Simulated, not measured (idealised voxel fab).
A process module follows: voxel plated lines.
The cross-section shown here is cut; it is 225 nm wide and divided into square cells measuring 5 nm on a side.
Just so we're on the same page, the cross-sections are grids of square cells, and they're listed out in bands top to bottom, each band one or more rows deep.
The band entry comprises the height of the band's top followed by the height of its bottom, expressed in nm, and subsequently the band's materials from left to right, each stated together with its width in nm. Where a single material is marked with the word "throughout", that material fills the band from edge to edge. The word "air" represents empty space.
Below 0: as-received wafer, all one material; heights counted from there. Lowest band: no bottom, goes on down, written "0 and below".
Read "30 to 40" as a graded width: first number on top, second number at the bottom, same change between each pair of neighbouring rows.
No cell of the cross-section changed in a step that is given as "no modifications".
Entry "Closed void listing". Content: empty spaces with no open connection to the top, size 8 cells or greater. Each: width x height at distance. Distance: from left edge. Unit: nm.
What comes after the settings on a step's line is commentary from the simulator itself on that step.
Among the settings permitted on a step's line is "overlay nm"; applied to a step with a mask, it specifies the extent to which the mask lay to the right of its planned position, whereas a negative figure signifies a position to the left.

# List of planned process steps
1: RECEIVE, material Si
2: CONFORMAL_DEP, material Al2O3, thk nm 10
3: DIRECTIONAL_DEP, material TiN, thk nm 5
4: PATTERN, tone open, mask id LINES, material resist, width nm 15, pitch nm 40, thk nm 30, overlay nm 0
5: EPI, material Ru, thk nm 5
6: EPI, material Ru, thk nm 5
7: STRIP, etch materials resist
8: DIRECTIONAL_ETCH, etch materials TiN, depth nm 5
9: CONFORMAL_DEP, material SiO2, thk nm 10

# Cross-section, incoming material, after step 1
    0 and below: Si throughout
    Closed void listing: none

# Wafer cross-section at end of module: start and plan as shown above, one execution error
    35 down to 30: air (70) / SiO2 (85) / air (70)
    30 down to 25: SiO2 throughout
    25 down to 20: SiO2 (80) / Ru (25) / SiO2 (15) / Ru (25) / SiO2 (80)
    20 down to 15: Ru throughout
    15 down to 10: TiN throughout
    10 down to 0: Al2O3 throughout
    0 and below: Si throughout
    Closed void listing: none
So what did we get wrong on this run? sequence error: steps 6 and 7 interchanged
